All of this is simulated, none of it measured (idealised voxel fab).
The name of this process module is voxel transistor to metal.
We display cut, a cross-section 190 nm in width whose square cells are each 5 nm.
In this document a cross-section is written as a grid of square cells. It is given as a series of bands, listed from the top down, and a band is one or more rows of cells.
This entry defines a band. It first specifies the height of the band's top and the height of its bottom in nm, and then specifies the band's materials from left to right, stating each material with its width in nm. The word "throughout" identifies a single material that fills the band from edge to edge, while the word "blank" identifies empty space.
Heads up on the height convention: 0 is the point under which the incoming wafer is all one material, and the lowest band has no bottom, it just keeps going down, like "top 0, no bottom".
You'd read "30 to 40" like this: the band's top row of cells is as wide as the first number, its bottom row is as wide as the second, and going down, every row changes width by the same amount as the row before did.
You'll sometimes find "identical to before" written for a step, and that's the way of saying that nowhere in the cross-section did a cell change during that step.
Closed-off voids of 8+ cells (no open route to the top) go in "Sealed-off cavities", written width x height at distance from the left edge, in nm.
It should be noted that, on the line of a given step, the content following the step's settings is a remark produced by the simulator itself with respect to that step.
Steps that use a mask can have "overlay nm" on their line. It says how far the mask sat to the right of where it was meant to be. Negative means to the left.

THESE ARE THE STEPS WE PLANNED FOR THE PROCESS
step 1: op RECEIVE | material Si
step 2: op OXIDIZE | depth nm 5
step 3: op CONFORMAL_DEP | material SiN | thk nm 15
step 4: op MASKED_ETCH | tone cover | mask id ACTIVE | width nm 105 | etch materials SiN | depth nm 15 | overlay nm 0
step 5: op MASKED_ETCH | tone cover | mask id ACTIVE | width nm 105 | etch materials SiO2 | depth nm 5 | overlay nm 0
step 6: op MASKED_ETCH | tone cover | mask id ACTIVE | width nm 105 | etch materials Si | depth nm 30 | overlay nm 0
step 7: op OXIDIZE | depth nm 5
step 8: op FILL_DEP | material SiO2 | thk nm 10
step 9: op CMP | height nm 15
step 10: op SELECTIVE_ETCH | etch materials SiO2 | depth nm 5
step 11: op STRIP | etch materials SiN
step 12: op SELECTIVE_ETCH | etch materials SiO2 | depth nm 5
step 13: op OXIDIZE | depth nm 5
step 14: op DIRECTIONAL_DEP | material polySi | thk nm 20
step 15: op DIRECTIONAL_DEP | material SiCN | thk nm 10
step 16: op MASKED_ETCH | tone cover | mask id GATE | width nm 15 | etch materials SiCN | depth nm 20 | overlay nm 0
step 17: op MASKED_ETCH | tone cover | mask id GATE | width nm 15 | etch materials polySi | depth nm 30 | overlay nm 0
step 18: op CONFORMAL_DEP | material SiO2 | thk nm 5
step 19: op DIRECTIONAL_ETCH | etch materials SiO2 | depth nm 5
step 20: op CONFORMAL_DEP | material SiN | thk nm 5
step 21: op DIRECTIONAL_ETCH | etch materials SiN | depth nm 5
step 22: op DIRECTIONAL_ETCH | etch materials SiO2 | depth nm 5
step 23: op DIRECTIONAL_ETCH | etch materials Si | depth nm 15
step 24: op EPI | material nSi | thk nm 15
step 25: op FILL_DEP | material SiO2 | thk nm 10
step 26: op CMP | height nm 25
step 27: op DIRECTIONAL_DEP | material SiO2 | thk nm 10
step 28: op DIRECTIONAL_DEP | material aC | thk nm 10
step 29: op PATTERN | tone open | mask id CONTACT | material resist | width nm 30 | pitch nm 55 | thk nm 30 | overlay nm 0
step 30: op DIRECTIONAL_ETCH | etch materials aC | depth nm 10
step 31: op STRIP | etch materials resist
step 32: op DIRECTIONAL_ETCH | etch materials SiO2 | depth nm 45
step 33: op STRIP | etch materials aC
step 34: op CONFORMAL_DEP | material TiN | thk nm 5
step 35: op FILL_DEP | material W | thk nm 10
step 36: op CMP | height nm 35
step 37: op DIRECTIONAL_DEP | material TiN | thk nm 5
step 38: op DIRECTIONAL_DEP | material Ru | thk nm 15
step 39: op PATTERN | tone cover | mask id METAL_1 | material resist | width nm 15 | pitch nm 70 | thk nm 20 | overlay nm 0
step 40: op DIRECTIONAL_ETCH | etch materials Ru | depth nm 15
step 41: op DIRECTIONAL_ETCH | etch materials TiN | depth nm 5
step 42: op STRIP | etch materials resist
step 43: op CONFORMAL_DEP | material SiN | thk nm 5
step 44: op FILL_DEP | material SiO2 | thk nm 5
step 45: op CMP | height nm 55
step 46: op CONFORMAL_DEP | material SiCN | thk nm 5
step 47: op DIRECTIONAL_DEP | material SiO2 | thk nm 30
step 48: op DIRECTIONAL_DEP | material aC | thk nm 15
step 49: op PATTERN | tone open | mask id METAL_2 | material resist | width nm 15 | pitch nm 70 | thk nm 30 | overlay nm 0
step 50: op DIRECTIONAL_ETCH | etch materials aC | depth nm 15
step 51: op STRIP | etch materials resist
step 52: op DIRECTIONAL_ETCH | etch materials SiO2 | depth nm 20
step 53: op STRIP | etch materials aC
step 54: op MASKED_ETCH | tone open | mask id METAL_2_HOLES | width nm 15 | pitch nm 70 | etch materials SiO2 | depth nm 10 | overlay nm 0
step 55: op MASKED_ETCH | tone open | mask id METAL_2_HOLES | width nm 15 | pitch nm 70 | etch materials SiCN | depth nm 5 | overlay nm 0
step 56: op CONFORMAL_DEP | material TiN | thk nm 5
step 57: op FILL_DEP | material Cu | thk nm 5
step 58: op CMP | height nm 90
step 59: op CONFORMAL_DEP | material SiCN | thk nm 5

AS RECEIVED (POST STEP 1): CROSS-SECTION
top 0, no bottom | Si throughout
Sealed-off cavities: none

FIGURE: CROSS-SECTIONAL VIEW OF THE WAFER UPON COMPLETION OF THE MODULE, PROCESSED FROM THE INITIAL STATE AND ACCORDING TO THE PLAN DEPICTED ABOVE, WITH ONE ERROR INTRODUCED DURING EXECUTION
top 95, bottom 90 | SiCN throughout
top 90, bottom 60 | SiO2 50  TiN 5  Cu 5  TiN 5  SiO2 55  TiN 5  Cu 5  TiN 5  SiO2 55
top 60, bottom 55 | SiCN 50  TiN 15  SiCN 55  TiN 15  SiCN 55
top 55, bottom 40 | SiO2 45  SiN 5  Ru 15  SiN 5  SiO2 45  SiN 5  Ru 15  SiN 5  SiO2 50
top 40, bottom 35 | SiN 50  TiN 15  SiN 55  TiN 15  SiN 55
top 35, bottom 25 | SiO2 50  TiN 5  W 20  TiN 5  SiO2 25  TiN 5  W 20  TiN 5  SiO2 55
top 25, bottom 15 | SiO2 50  TiN 5  W 20  TiN 5  SiN 5  SiCN 15  SiN 5  TiN 5  W 20  TiN 5  SiO2 55
top 15, bottom 5 | SiO2 50  TiN 5  W 20 to 5  TiN 5 to 20  SiN 5  polySi 15  SiN 5  TiN 5 to 20  W 20 to 5  TiN 5  SiO2 55
top 5, bottom 0 | SiO2 50  TiN 5  W 5  TiN 5  nSi 15  SiN 5  polySi 15  SiN 5  nSi 15  TiN 5  W 5  TiN 5  SiO2 55
top 0, bottom -5 | SiO2 35  SiN 5  SiO2 10  TiN 5  W 5  TiN 5  nSi 15  SiN 5  polySi 15  SiN 5  nSi 15  TiN 5  W 5  TiN 5  SiO2 10  SiN 5  SiO2 40
top -5, bottom -10 | SiO2 35  SiN 5  SiO2 10  TiN 15  nSi 15  SiN 5  SiO2 15  SiN 5  nSi 15  TiN 15  SiO2 10  SiN 5  SiO2 40
top -10, bottom -15 | SiO2 40  nSi 40  Si 25  nSi 40  SiO2 45
top -15, bottom -25 | SiO2 45  nSi 35  Si 25  nSi 35  SiO2 50
top -25, bottom -40 | SiO2 45  Si 95  SiO2 50
top -40, no bottom | Si throughout
Sealed-off cavities: none
Which mistake was made when the wafer was run? step 18 of the plan was excluded from execution and never run
